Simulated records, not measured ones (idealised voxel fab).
The following is a process module called voxel self aligned vias.
Shown is cross-section cut, with a width of 175 nm and square cells of size 5 nm.
A cross-section in this document is a grid of square cells, and it is written down as bands, the top band listed before the ones below it; a band is made up of one or more rows of cells.
Each band's line starts with the height of the band's top and of its bottom, in nm. Then come its materials from left to right, each with its width in nm. One material with "edge to edge" fills the band from edge to edge. "air" is empty space.
Convention: height 0 is the level below which the wafer, as received, is all one material. The lowest band does not terminate at the bottom but continues downward, represented as "0 down".
Think of "30 to 40" as a width that walks from the first number to the second as you go down the band, top row to bottom row, taking equal-sized steps from row to row.
A step reported as "changes: none" is a step in which no cell of the cross-section changed.
You'll see "Enclosed voids" listing empty spaces that have no way open to the top, as long as they're 8 cells or more; the notation is width x height at distance, where the distance is from the left edge, and all of it is in nm.
Note: text after step settings on the step line = simulator remark on that step.
A step line may carry the setting "overlay nm", which, for steps involving a mask, states the distance by which the mask lay to the right of its intended position; negative values denote displacement to the left.
plan:
1: RECEIVE | material Si
2: CONFORMAL_DEP | material SiO2 | thk nm 10
3: CONFORMAL_DEP | material SiCN | thk nm 5
4: DIRECTIONAL_DEP | material SiO2 | thk nm 25
5: MASKED_ETCH | tone open | mask id LINES | width nm 25 | pitch nm 55 | etch materials SiO2 | depth nm 25 | overlay nm 0
6: CONFORMAL_DEP | material TiN | thk nm 5
7: FILL_DEP | material W | thk nm 5
8: CMP | height nm 40
9: SELECTIVE_ETCH | etch materials W Ru TiN | depth nm 5
10: FILL_DEP | material SiN | thk nm 5
11: CMP | height nm 40
12: DIRECTIONAL_DEP | material SiO2 | thk nm 15
13: DIRECTIONAL_DEP | material aC | thk nm 10
14: PATTERN | tone open | mask id VIAS | material resist | width nm 35 | pitch nm 55 | thk nm 25 | overlay nm 0
15: DIRECTIONAL_ETCH | etch materials aC | depth nm 10
16: STRIP | etch materials resist
17: DIRECTIONAL_ETCH | etch materials SiO2 | depth nm 15
18: DIRECTIONAL_ETCH | etch materials SiN | depth nm 5
19: STRIP | etch materials aC
20: CONFORMAL_DEP | material TiN | thk nm 5
21: FILL_DEP | material Ru | thk nm 5
22: CMP | height nm 55
23: CONFORMAL_DEP | material SiN | thk nm 5
Wafer as received: cross-section following step 1:
0 down: Si edge to edge
Enclosed voids: none
Here's the wafer cut in cross-section after the module, started and planned just like above, except one thing was done wrong in the run:
60 to 55: SiN edge to edge
55 to 40: 40 SiO2  5 TiN  25 Ru  5 TiN  20 SiO2  5 TiN  25 Ru  5 TiN  45 SiO2
40 to 35: 40 SiO2  35 TiN  20 SiO2  35 TiN  45 SiO2
35 to 25: 40 SiO2  10 TiN  15 W  10 TiN  20 SiO2  10 TiN  15 W  10 TiN  45 SiO2
25 to 20: 45 SiO2  5 TiN  15 W  5 TiN  30 SiO2  5 TiN  15 W  5 TiN  50 SiO2
20 to 15: 45 SiO2  25 TiN  30 SiO2  25 TiN  50 SiO2
15 to 10: SiCN edge to edge
10 to 0: SiO2 edge to edge
0 down: Si edge to edge
Enclosed voids: none
In executing the process, a mistake was made relative to the plan: step 17 of the plan was performed twice
